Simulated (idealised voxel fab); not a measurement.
process module | voxel air gaps
The cross-section shown here is cut; it is 190 nm wide and divided into square cells measuring 5 nm on a side.
We lay out every cross-section as a grid of square cells and spell it out in bands from the top down, where one band means one or more rows of cells. Top height, bottom height, nm. Materials left to right, width each, nm. Single material + "all across" = fills band edge to edge. "air" = empty. Heights are reckoned from 0. Under this level, the received wafer is all of one material. The bottommost band is open-ended downward, for example "0 down". So if you see something like "30 to 40" for the width, read it as the top row of the band sitting at the first number and the bottom row at the second, with every row in between moving by the same amount as the last. Any step labelled "remains unaltered" changed none of the cells in the cross-section. You'll see "Sealed-off cavities" listing empty spaces that have no way open to the top, as long as they're 8 cells or more; the notation is width x height at distance, where the distance is from the left edge, and all of it is in nm. Where a step's line continues beyond its settings, the continuation is a remark by the simulator itself on that step. overlay nm: for a step with a mask, the amount by which the mask lay right of where it was planned; a negative amount means left of it.

PROCESS STEPS FORESEEN IN THE PLAN
1,RECEIVE [material Si]
2,CONFORMAL_DEP [material SiO2] [thk nm 15]
3,CONFORMAL_DEP [material SiCN] [thk nm 5]
4,DIRECTIONAL_DEP [material SiO2] [thk nm 30]
5,PATTERN [tone open] [mask id LINES] [material resist] [width nm 15] [pitch nm 45] [thk nm 20] [overlay nm 0]
6,DIRECTIONAL_ETCH [etch materials SiO2] [depth nm 30]
7,STRIP [etch materials resist]
8,CONFORMAL_DEP [material TiN] [thk nm 5]
9,FILL_DEP [material W] [thk nm 5]
10,CMP [height nm 50]
11,EPI [material Ru] [thk nm 10]
12,SELECTIVE_ETCH [etch materials SiO2] [depth nm 40]
13,CONFORMAL_DEP [material SiCN] [thk nm 5]

HERE'S WHAT THE WAFER LOOKED LIKE IN CROSS-SECTION WHEN IT ARRIVED - THAT'S AFTER STEP 1
* 0 down | Si all across
* Sealed-off cavities: none

THE CROSS-SECTION SHOWN CORRESPONDS TO THE WAFER AT THE CONCLUSION OF THE MODULE. THE INITIAL STRUCTURE AND THE PROCESS PLAN ARE THOSE PRESENTED ABOVE; HOWEVER, ONE MISTAKE OCCURRED IN EXECUTING THE PLAN
* 65 to 60 | air: 25  SiCN: 135  air: 30
* 60 to 50 | air: 25  SiCN: 5  Ru: 35  SiCN: 10  Ru: 35  SiCN: 10  Ru: 35  SiCN: 5  air: 30
* 50 to 25 | air: 25  SiCN: 5  Ru: 10  TiN: 5  W: 5  TiN: 5  Ru: 10  SiCN: 10  Ru: 10  TiN: 5  W: 5  TiN: 5  Ru: 10  SiCN: 10  Ru: 10  TiN: 5  W: 5  TiN: 5  Ru: 10  SiCN: 5  air: 30
* 25 to 20 | SiCN: 30  Ru: 10  TiN: 15  Ru: 10  SiCN: 10  Ru: 10  TiN: 15  Ru: 10  SiCN: 10  Ru: 10  TiN: 15  Ru: 10  SiCN: 35
* 20 to 15 | SiCN all across
* 15 to 0 | SiO2 all across
* 0 down | Si all across
* Sealed-off cavities: none
Error vs. plan: sequence error: steps 11 and 12 interchanged
